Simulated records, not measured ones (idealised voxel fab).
Presented below is a process module, voxel tone inversion.
Square cells of 5 nm make up the cross-section cut, whose width is 255 nm.
A cross-section is a grid of square cells, given in bands from the top down. A band is one or more rows of cells. Band: top and bottom heights (nm) first, top before bottom; then materials from left to right, widths in nm. "everywhere" marks a sole material filling the band edge to edge. "air" denotes empty space. Height 0 is the level under which the wafer as received is all one material. The lowest band goes on downwards, as in "0 down". A width given as "30..40" starts at the first number in the band's top row and ends at the second number in its bottom row, shifting by an equal amount at every step from row to row. You'll sometimes find "no alteration" written for a step, and that's the way of saying that nowhere in the cross-section did a cell change during that step. In "Enclosed internal cavities" the enclosed voids are listed, meaning empty spaces of 8 cells or larger without any opening to the top. The form is width x height at distance, distance from the left edge, units nm. Anything after a step's settings on that line? It's the simulator's own note about the step. You can add "overlay nm" to a step's line. For a step with a mask, it describes how far the mask lay to the right of its planned position, and a negative number describes a lay to the left.
Set out below are the planned steps of the process
1,RECEIVE,material Si
2,CONFORMAL_DEP,material SiN,thk nm 10
3,DIRECTIONAL_DEP,material polySi,thk nm 25
4,PATTERN,tone cover,mask id POSTS,material resist,width nm 25,pitch nm 40,thk nm 30,overlay nm 0
5,DIRECTIONAL_ETCH,etch materials polySi,depth nm 25
6,STRIP,etch materials resist
7,FILL_DEP,material lowk,thk nm 5
8,CMP,height nm 35
9,STRIP,etch materials polySi
10,CONFORMAL_DEP,material TiN,thk nm 5
11,FILL_DEP,material Cu,thk nm 10
12,CMP,height nm 35
13,CONFORMAL_DEP,material SiCN,thk nm 5
Concerning the first of two wafers, which was run in accordance with the plan
Delivered wafer in cross-section: state after step 1
  0 down  Si everywhere
  Enclosed internal cavities: none
You're looking at a cross-section of the wafer after step 2
  10 to 0  SiN everywhere
  Everything under 0 stays put, no change at all.
You're looking at a cross-section of the wafer after step 3
  35 to 10  polySi everywhere
  Everything under 10 stays put, no change at all.
You're looking at a cross-section of the wafer after step 4
  65 to 35  air (95), then resist (25), then air (15), then resist (25), then air (95)
  Everything under 35 stays put, no change at all.
You're looking at a cross-section of the wafer after step 5
  65 to 35  air (95), then resist (25), then air (15), then resist (25), then air (95)
  35 to 10  air (95), then polySi (25), then air (15), then polySi (25), then air (95)
  Everything under 10 stays put, no change at all.
You're looking at a cross-section of the wafer after step 6
  35 to 10  air (95), then polySi (25), then air (15), then polySi (25), then air (95)
  Everything under 10 stays put, no change at all.
You're looking at a cross-section of the wafer after step 7
  40 to 35  lowk everywhere
  35 to 10  lowk (95), then polySi (25), then lowk (15), then polySi (25), then lowk (95)
  Everything under 10 stays put, no change at all.
You're looking at a cross-section of the wafer after step 8
  35 to 10  lowk (95), then polySi (25), then lowk (15), then polySi (25), then lowk (95)
  Everything under 10 stays put, no change at all.
You're looking at a cross-section of the wafer after step 9
  35 to 10  lowk (95), then air (25), then lowk (15), then air (25), then lowk (95)
  Everything under 10 stays put, no change at all.
You're looking at a cross-section of the wafer after step 10
  40 to 35  TiN (100), then air (15), then TiN (25), then air (15), then TiN (100)
  35 to 15  lowk (95), then TiN (5), then air (15), then TiN (5), then lowk (15), then TiN (5), then air (15), then TiN (5), then lowk (95)
  15 to 10  lowk (95), then TiN (25), then lowk (15), then TiN (25), then lowk (95)
  Everything under 10 stays put, no change at all.
You're looking at a cross-section of the wafer after step 11
  50 to 40  Cu everywhere
  40 to 35  TiN (100), then Cu (15), then TiN (25), then Cu (15), then TiN (100)
  35 to 15  lowk (95), then TiN (5), then Cu (15), then TiN (5), then lowk (15), then TiN (5), then Cu (15), then TiN (5), then lowk (95)
  Everything under 15 stays put, no change at all.
You're looking at a cross-section of the wafer after step 12
  35 to 15  lowk (95), then TiN (5), then Cu (15), then TiN (5), then lowk (15), then TiN (5), then Cu (15), then TiN (5), then lowk (95)
  Everything under 15 stays put, no change at all.
You're looking at a cross-section of the wafer after step 13
  40 to 35  SiCN everywhere
  Everything under 35 stays put, no change at all.
Here the second wafer is described. Its start and its plan were those of the first wafer. Its run contained one mistake. Up to and including step 3, it did exactly what the first wafer did
Cross-section: second wafer, time at which step 4 was scheduled to end
  65 to 35  air (85), then resist (25), then air (15), then resist (25), then air (105)
  Everything under 35 stays put, no change at all.
Cross-section: second wafer, time at which step 5 was scheduled to end
  65 to 35  air (85), then resist (25), then air (15), then resist (25), then air (105)
  35 to 10  air (85), then polySi (25), then air (15), then polySi (25), then air (105)
  Everything under 10 stays put, no change at all.
Cross-section: second wafer, time at which step 6 was scheduled to end
  35 to 10  air (85), then polySi (25), then air (15), then polySi (25), then air (105)
  Everything under 10 stays put, no change at all.
Cross-section: second wafer, time at which step 7 was scheduled to end
  40 to 35  lowk everywhere
  35 to 10  lowk (85), then polySi (25), then lowk (15), then polySi (25), then lowk (105)
  Everything under 10 stays put, no change at all.
Cross-section: second wafer, time at which step 8 was scheduled to end
  35 to 10  lowk (85), then polySi (25), then lowk (15), then polySi (25), then lowk (105)
  Everything under 10 stays put, no change at all.
Cross-section: second wafer, time at which step 9 was scheduled to end
  35 to 10  lowk (85), then air (25), then lowk (15), then air (25), then lowk (105)
  Everything under 10 stays put, no change at all.
Cross-section: second wafer, time at which step 10 was scheduled to end
  40 to 35  TiN (90), then air (15), then TiN (25), then air (15), then TiN (110)
  35 to 15  lowk (85), then TiN (5), then air (15), then TiN (5), then lowk (15), then TiN (5), then air (15), then TiN (5), then lowk (105)
  15 to 10  lowk (85), then TiN (25), then lowk (15), then TiN (25), then lowk (105)
  Everything under 10 stays put, no change at all.
Cross-section: second wafer, time at which step 11 was scheduled to end
  50 to 40  Cu everywhere
  40 to 35  TiN (90), then Cu (15), then TiN (25), then Cu (15), then TiN (110)
  35 to 15  lowk (85), then TiN (5), then Cu (15), then TiN (5), then lowk (15), then TiN (5), then Cu (15), then TiN (5), then lowk (105)
  Everything under 15 stays put, no change at all.
Cross-section: second wafer, time at which step 12 was scheduled to end
  35 to 15  lowk (85), then TiN (5), then Cu (15), then TiN (5), then lowk (15), then TiN (5), then Cu (15), then TiN (5), then lowk (105)
  Everything under 15 stays put, no change at all.
Cross-section: second wafer, time at which step 13 was scheduled to end
  40 to 35  SiCN everywhere
  Everything under 35 stays put, no change at all.
Run error: step 4 ran as: PATTERN,tone cover,mask id POSTS,material resist,width nm 25,pitch nm 40,thk nm 30,overlay nm -10
So at the finish, the second wafer's got exactly as many cells of each material as the first, just not in the same spots.
